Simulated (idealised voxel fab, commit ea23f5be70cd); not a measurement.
Process module heading - voxel fin reveal
Shown is cross-section cut, with a width of 150 nm and square cells of size 5 nm.
A cross-section in this document is a grid of square cells, and it is written down as bands, the top band listed before the ones below it; a band is made up of one or more rows of cells. Top, bottom (nm), then materials left to right with widths (nm); lone material tagged "edge to edge" fills the whole band edge to edge; "blank" = empty space. All heights in this document are referenced to 0, defined as the level beneath which the wafer, as received, consists entirely of one material. The lowest band is not bounded below; it extends indefinitely downward and is written in the form "0 down". So if you see something like "30 to 40" for the width, read it as the top row of the band sitting at the first number and the bottom row at the second, with every row in between moving by the same amount as the last. Where a step carries "left unchanged", the cross-section came out of it unchanged, cell for cell. Closed empty spaces (no open way to the top) of 8 cells or more are what "Unvented cavities" lists, each as width x height at distance from the left edge, nm for all three. Heads up: the bit after the settings on a step's line is the simulator's remark on that step. The optional step-line setting "overlay nm" applies to steps with a mask and quantifies how far to the right of its planned location the mask lay, a negative value indicating leftward placement.

Below is the list of planned process steps:
1. RECEIVE | material Si
2. CONFORMAL_DEP | material SiN | thk nm 10
3. DIRECTIONAL_DEP | material aC | thk nm 10
4. PATTERN | tone cover | mask id FINS | material resist | width nm 15 | pitch nm 40 | thk nm 25 | overlay nm 0
5. DIRECTIONAL_ETCH | etch materials aC | depth nm 10
6. STRIP | etch materials resist
7. DIRECTIONAL_ETCH | etch materials SiN | depth nm 10
8. DIRECTIONAL_ETCH | etch materials Si | depth nm 40
9. STRIP | etch materials aC
10. FILL_DEP | material SiO2 | thk nm 5
11. CMP | height nm 10
12. SELECTIVE_ETCH | etch materials SiO2 | depth nm 25
13. STRIP | etch materials SiN

Delivered wafer in cross-section: state after step 1:
0 down = Si edge to edge
Unvented cavities: none

The first of two wafers, cross-sectioned at the end of the module, with the run proceeding as planned:
0 to -15 = blank=45 | Si=15 | blank=25 | Si=15 | blank=50
-15 to -40 = SiO2=45 | Si=15 | SiO2=25 | Si=15 | SiO2=50
-40 down = Si edge to edge
Unvented cavities: none

What the second wafer looks like in cross-section once the module is done. Its start and its plan matched the first wafer's exactly; what differed was one mistake in how it was run:
10 to 0 = aC=45 | blank=15 | aC=25 | blank=15 | aC=50
0 to -40 = aC=45 | Si=15 | aC=25 | Si=15 | aC=50
-40 down = Si edge to edge
Unvented cavities: none
What broke from the plan during processing? not per plan at step 10, really ran FILL_DEP | material aC | thk nm 5
Count the cells at the end and the second wafer has more or fewer of some materials than the first: SiO2 -120, aC +240
